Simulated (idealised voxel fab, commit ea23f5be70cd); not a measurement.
process module | voxel self aligned contacts
cross-section cut | 230 nm wide | cells 5 nm
A cross-section is a grid of square cells, given in bands from the top down. A band is one or more rows of cells.
Each band's line starts with the height of the band's top and of its bottom, in nm. Then come its materials from left to right, each with its width in nm. One material with "throughout" fills the band from edge to edge. "air" is empty space.
Height 0 is the level under which the wafer as received is all one material. The lowest band goes on downwards, as in "0 down".
A width such as "30 to 40" changes by the same amount from each row of cells to the next, from the band's top row to its bottom row.
"no change" after a step means that no cell of the cross-section changed.
closed voids: empty space of 8 cells or more with no open way to the top, each as width x height at its distance from the left edge, in nm
after a step's settings: what the simulator itself notes on the step
overlay nm, on a step with a mask: how far to the right of its planned place the mask lay; to the left if negative
plan
1 op RECEIVE | material Si
2 op OXIDIZE | depth nm 5
3 op DIRECTIONAL_DEP | material polySi | thk nm 30
4 op DIRECTIONAL_DEP | material SiN | thk nm 20
5 op PATTERN | tone cover | mask id GATE | material resist | width nm 35 | pitch nm 70 | thk nm 20 | overlay nm 0
6 op DIRECTIONAL_ETCH | etch materials SiN | depth nm 20
7 op DIRECTIONAL_ETCH | etch materials polySi | depth nm 30
8 op STRIP | etch materials resist
9 op CONFORMAL_DEP | material SiN | thk nm 5
10 op DIRECTIONAL_ETCH | etch materials SiN | depth nm 5
11 op FILL_DEP | material SiO2 | thk nm 20
12 op CMP | height nm 60
13 op MASKED_ETCH | tone open | mask id CONTACT | width nm 55 | etch materials SiO2 | depth nm 65 | overlay nm 0
14 op CONFORMAL_DEP | material TiN | thk nm 5
15 op FILL_DEP | material W | thk nm 5
16 op CMP | height nm 60
17 op CONFORMAL_DEP | material SiN | thk nm 5
as received, after step 1
  0 down: Si throughout
  closed voids: none
a wafer at the end: this start, this plan, one mistake
  65 to 60: SiN throughout
  60 to 50: SiO2 85 | TiN 5 to 20 | W 45 to 20 | TiN 5 to 15 | SiO2 90
  50 to 30: SiO2 60 | SiN 40 | TiN 5 | W 20 | TiN 5 | SiN 40 | SiO2 60
  30 to 0: SiO2 60 | SiN 5 | polySi 30 | SiN 5 | TiN 5 | W 20 | TiN 5 | SiN 5 | polySi 30 | SiN 5 | SiO2 60
  0 to -5: SiO2 100 | TiN 30 | SiO2 100
  -5 down: Si throughout
  closed voids: none
what went wrong: step 5 ran as: op PATTERN | tone cover | mask id GATE | material resist | width nm 30 | pitch nm 70 | thk nm 20 | overlay nm 0
